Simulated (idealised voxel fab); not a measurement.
This is a process module. Its name is voxel self aligned vias.
Cross-section cut spans 245 nm and uses square cells 5 nm in size.
For the purposes of this document, a cross-section shall be understood as a grid of square cells, specified as bands listed in top-to-bottom order, each band consisting of one or more rows of cells.
This entry defines a band. It first specifies the height of the band's top and the height of its bottom in nm, and then specifies the band's materials from left to right, stating each material with its width in nm. The word "full width" identifies a single material that fills the band from edge to edge, while the word "empty" identifies empty space.
Where do heights start? At 0: under that level the wafer as delivered is made of one material only. And the lowest band has no floor; it just carries on downward, as in "0 down".
So if you see something like "30 to 40" for the width, read it as the top row of the band sitting at the first number and the bottom row at the second, with every row in between moving by the same amount as the last.
No cell of the cross-section changed in a step that is given as "nothing got changed".
Any empty space of 8 cells or more lacking an open way to the top shows up in "Voids lacking openings" as width x height at distance, distance from the left edge, in nm.
Anything after a step's settings on that line? It's the simulator's own note about the step.
Among the settings permitted on a step's line is "overlay nm"; applied to a step with a mask, it specifies the extent to which the mask lay to the right of its planned position, whereas a negative figure signifies a position to the left.

# The steps planned for the process are as follows
1. RECEIVE [material Si]
2. CONFORMAL_DEP [material SiO2] [thk nm 15]
3. CONFORMAL_DEP [material SiCN] [thk nm 5]
4. DIRECTIONAL_DEP [material SiO2] [thk nm 25]
5. MASKED_ETCH [tone open] [mask id LINES] [width nm 30] [pitch nm 65] [etch materials SiO2] [depth nm 25] [overlay nm 0]
6. CONFORMAL_DEP [material TiN] [thk nm 5]
7. FILL_DEP [material W] [thk nm 10]
8. CMP [height nm 45]
9. SELECTIVE_ETCH [etch materials W Ru TiN] [depth nm 5]
10. FILL_DEP [material SiN] [thk nm 5]
11. CMP [height nm 45]
12. DIRECTIONAL_DEP [material SiO2] [thk nm 15]
13. MASKED_ETCH [tone open] [mask id VIAS] [width nm 50] [pitch nm 65] [etch materials SiO2] [depth nm 15] [overlay nm 0]
14. MASKED_ETCH [tone open] [mask id VIAS] [width nm 50] [pitch nm 65] [etch materials SiN] [depth nm 5] [overlay nm 0]
15. CONFORMAL_DEP [material TiN] [thk nm 5]
16. FILL_DEP [material W] [thk nm 5]
17. CMP [height nm 60]
18. CONFORMAL_DEP [material SiCN] [thk nm 5]

# The first of the two wafers, which ran as planned

# As received (post step 1): cross-section
* 0 down  Si full width
* Voids lacking openings: none

# Step 2 complete: cross-section through the wafer
* 15 to 0  SiO2 full width
* Beneath the level 0, the cross-section is identical to its previous state.

# Step 3 complete: cross-section through the wafer
* 20 to 15  SiCN full width
* Beneath the level 15, the cross-section is identical to its previous state.

# Step 4 complete: cross-section through the wafer
* 45 to 20  SiO2 full width
* Beneath the level 20, the cross-section is identical to its previous state.

# Step 5 complete: cross-section through the wafer
* 45 to 20  40 of SiO2, then 30 of empty, then 35 of SiO2, then 30 of empty, then 35 of SiO2, then 30 of empty, then 45 of SiO2
* Beneath the level 20, the cross-section is identical to its previous state.

# Step 6 complete: cross-section through the wafer
* 50 to 45  45 of TiN, then 20 of empty, then 45 of TiN, then 20 of empty, then 45 of TiN, then 20 of empty, then 50 of TiN
* 45 to 25  40 of SiO2, then 5 of TiN, then 20 of empty, then 5 of TiN, then 35 of SiO2, then 5 of TiN, then 20 of empty, then 5 of TiN, then 35 of SiO2, then 5 of TiN, then 20 of empty, then 5 of TiN, then 45 of SiO2
* 25 to 20  40 of SiO2, then 30 of TiN, then 35 of SiO2, then 30 of TiN, then 35 of SiO2, then 30 of TiN, then 45 of SiO2
* Beneath the level 20, the cross-section is identical to its previous state.

# Step 7 complete: cross-section through the wafer
* 60 to 50  W full width
* 50 to 45  45 of TiN, then 20 of W, then 45 of TiN, then 20 of W, then 45 of TiN, then 20 of W, then 50 of TiN
* 45 to 25  40 of SiO2, then 5 of TiN, then 20 of W, then 5 of TiN, then 35 of SiO2, then 5 of TiN, then 20 of W, then 5 of TiN, then 35 of SiO2, then 5 of TiN, then 20 of W, then 5 of TiN, then 45 of SiO2
* Beneath the level 25, the cross-section is identical to its previous state.

# Step 8 complete: cross-section through the wafer
* 45 to 25  40 of SiO2, then 5 of TiN, then 20 of W, then 5 of TiN, then 35 of SiO2, then 5 of TiN, then 20 of W, then 5 of TiN, then 35 of SiO2, then 5 of TiN, then 20 of W, then 5 of TiN, then 45 of SiO2
* Beneath the level 25, the cross-section is identical to its previous state.

# Step 9 complete: cross-section through the wafer
* 45 to 40  40 of SiO2, then 30 of empty, then 35 of SiO2, then 30 of empty, then 35 of SiO2, then 30 of empty, then 45 of SiO2
* Beneath the level 40, the cross-section is identical to its previous state.

# Step 10 complete: cross-section through the wafer
* 50 to 45  SiN full width
* 45 to 40  40 of SiO2, then 30 of SiN, then 35 of SiO2, then 30 of SiN, then 35 of SiO2, then 30 of SiN, then 45 of SiO2
* Beneath the level 40, the cross-section is identical to its previous state.

# Step 11 complete: cross-section through the wafer
* 45 to 40  40 of SiO2, then 30 of SiN, then 35 of SiO2, then 30 of SiN, then 35 of SiO2, then 30 of SiN, then 45 of SiO2
* Beneath the level 40, the cross-section is identical to its previous state.

# Step 12 complete: cross-section through the wafer
* 60 to 45  SiO2 full width
* Beneath the level 45, the cross-section is identical to its previous state.

# Step 13 complete: cross-section through the wafer
* 60 to 45  30 of SiO2, then 50 of empty, then 15 of SiO2, then 50 of empty, then 15 of SiO2, then 50 of empty, then 35 of SiO2
* Beneath the level 45, the cross-section is identical to its previous state.

# Step 14 complete: cross-section through the wafer
* 60 to 45  30 of SiO2, then 50 of empty, then 15 of SiO2, then 50 of empty, then 15 of SiO2, then 50 of empty, then 35 of SiO2
* 45 to 40  40 of SiO2, then 30 of empty, then 35 of SiO2, then 30 of empty, then 35 of SiO2, then 30 of empty, then 45 of SiO2
* Beneath the level 40, the cross-section is identical to its previous state.

# Step 15 complete: cross-section through the wafer
* 65 to 60  35 of TiN, then 40 of empty, then 25 of TiN, then 40 of empty, then 25 of TiN, then 40 of empty, then 40 of TiN
* 60 to 50  30 of SiO2, then 5 of TiN, then 40 of empty, then 5 of TiN, then 15 of SiO2, then 5 of TiN, then 40 of empty, then 5 of TiN, then 15 of SiO2, then 5 of TiN, then 40 of empty, then 5 of TiN, then 35 of SiO2
* 50 to 45  30 of SiO2, then 15 of TiN, then 20 of empty, then 15 of TiN, then 15 of SiO2, then 15 of TiN, then 20 of empty, then 15 of TiN, then 15 of SiO2, then 15 of TiN, then 20 of empty, then 15 of TiN, then 35 of SiO2
* 45 to 40  40 of SiO2, then 30 of TiN, then 35 of SiO2, then 30 of TiN, then 35 of SiO2, then 30 of TiN, then 45 of SiO2
* Beneath the level 40, the cross-section is identical to its previous state.

# Step 16 complete: cross-section through the wafer
* 70 to 65  W full width
* 65 to 60  35 of TiN, then 40 of W, then 25 of TiN, then 40 of W, then 25 of TiN, then 40 of W, then 40 of TiN
* 60 to 50  30 of SiO2, then 5 of TiN, then 40 of W, then 5 of TiN, then 15 of SiO2, then 5 of TiN, then 40 of W, then 5 of TiN, then 15 of SiO2, then 5 of TiN, then 40 of W, then 5 of TiN, then 35 of SiO2
* 50 to 45  30 of SiO2, then 15 of TiN, then 20 of W, then 15 of TiN, then 15 of SiO2, then 15 of TiN, then 20 of W, then 15 of TiN, then 15 of SiO2, then 15 of TiN, then 20 of W, then 15 of TiN, then 35 of SiO2
* Beneath the level 45, the cross-section is identical to its previous state.

# Step 17 complete: cross-section through the wafer
* 60 to 50  30 of SiO2, then 5 of TiN, then 40 of W, then 5 of TiN, then 15 of SiO2, then 5 of TiN, then 40 of W, then 5 of TiN, then 15 of SiO2, then 5 of TiN, then 40 of W, then 5 of TiN, then 35 of SiO2
* Beneath the level 50, the cross-section is identical to its previous state.

# Step 18 complete: cross-section through the wafer
* 65 to 60  SiCN full width
* Beneath the level 60, the cross-section is identical to its previous state.

# The remaining wafer, second of the two, started like the first and was run to the same plan, except that one mistake was made along the way; the two coincide through step 12, inclusive

# Second wafer profile in section, at the moment step 13 of the plan was meant to be complete
* 60 to 45  35 of SiO2, then 40 of empty, then 25 of SiO2, then 40 of empty, then 25 of SiO2, then 40 of empty, then 40 of SiO2
* Beneath the level 45, the cross-section is identical to its previous state.

# Second wafer profile in section, at the moment step 14 of the plan was meant to be complete
* 60 to 45  35 of SiO2, then 40 of empty, then 25 of SiO2, then 40 of empty, then 25 of SiO2, then 40 of empty, then 40 of SiO2
* 45 to 40  40 of SiO2, then 30 of empty, then 35 of SiO2, then 30 of empty, then 35 of SiO2, then 30 of empty, then 45 of SiO2
* Beneath the level 40, the cross-section is identical to its previous state.

# Second wafer profile in section, at the moment step 15 of the plan was meant to be complete
* 65 to 60  40 of TiN, then 30 of empty, then 35 of TiN, then 30 of empty, then 35 of TiN, then 30 of empty, then 45 of TiN
* 60 to 50  35 of SiO2, then 5 of TiN, then 30 of empty, then 5 of TiN, then 25 of SiO2, then 5 of TiN, then 30 of empty, then 5 of TiN, then 25 of SiO2, then 5 of TiN, then 30 of empty, then 5 of TiN, then 40 of SiO2
* 50 to 45  35 of SiO2, then 10 of TiN, then 20 of empty, then 10 of TiN, then 25 of SiO2, then 10 of TiN, then 20 of empty, then 10 of TiN, then 25 of SiO2, then 10 of TiN, then 20 of empty, then 10 of TiN, then 40 of SiO2
* 45 to 40  40 of SiO2, then 30 of TiN, then 35 of SiO2, then 30 of TiN, then 35 of SiO2, then 30 of TiN, then 45 of SiO2
* Beneath the level 40, the cross-section is identical to its previous state.

# Second wafer profile in section, at the moment step 16 of the plan was meant to be complete
* 70 to 65  W full width
* 65 to 60  40 of TiN, then 30 of W, then 35 of TiN, then 30 of W, then 35 of TiN, then 30 of W, then 45 of TiN
* 60 to 50  35 of SiO2, then 5 of TiN, then 30 of W, then 5 of TiN, then 25 of SiO2, then 5 of TiN, then 30 of W, then 5 of TiN, then 25 of SiO2, then 5 of TiN, then 30 of W, then 5 of TiN, then 40 of SiO2
* 50 to 45  35 of SiO2, then 10 of TiN, then 20 of W, then 10 of TiN, then 25 of SiO2, then 10 of TiN, then 20 of W, then 10 of TiN, then 25 of SiO2, then 10 of TiN, then 20 of W, then 10 of TiN, then 40 of SiO2
* Beneath the level 45, the cross-section is identical to its previous state.

# Second wafer profile in section, at the moment step 17 of the plan was meant to be complete
* 60 to 50  35 of SiO2, then 5 of TiN, then 30 of W, then 5 of TiN, then 25 of SiO2, then 5 of TiN, then 30 of W, then 5 of TiN, then 25 of SiO2, then 5 of TiN, then 30 of W, then 5 of TiN, then 40 of SiO2
* Beneath the level 50, the cross-section is identical to its previous state.

# Second wafer profile in section, at the moment step 18 of the plan was meant to be complete
* 65 to 60  SiCN full width
* Beneath the level 60, the cross-section is identical to its previous state.
Error vs. plan: in deviation from the planned setting, step 13 was conducted as MASKED_ETCH [tone open] [mask id VIAS] [width nm 40] [pitch nm 65] [etch materials SiO2] [depth nm 15] [overlay nm 0]
In the final state, the cell counts of the second wafer exceed or fall short of those of the first for the following materials: SiO2: 18 more; TiN: 6 fewer; W: 12 fewer
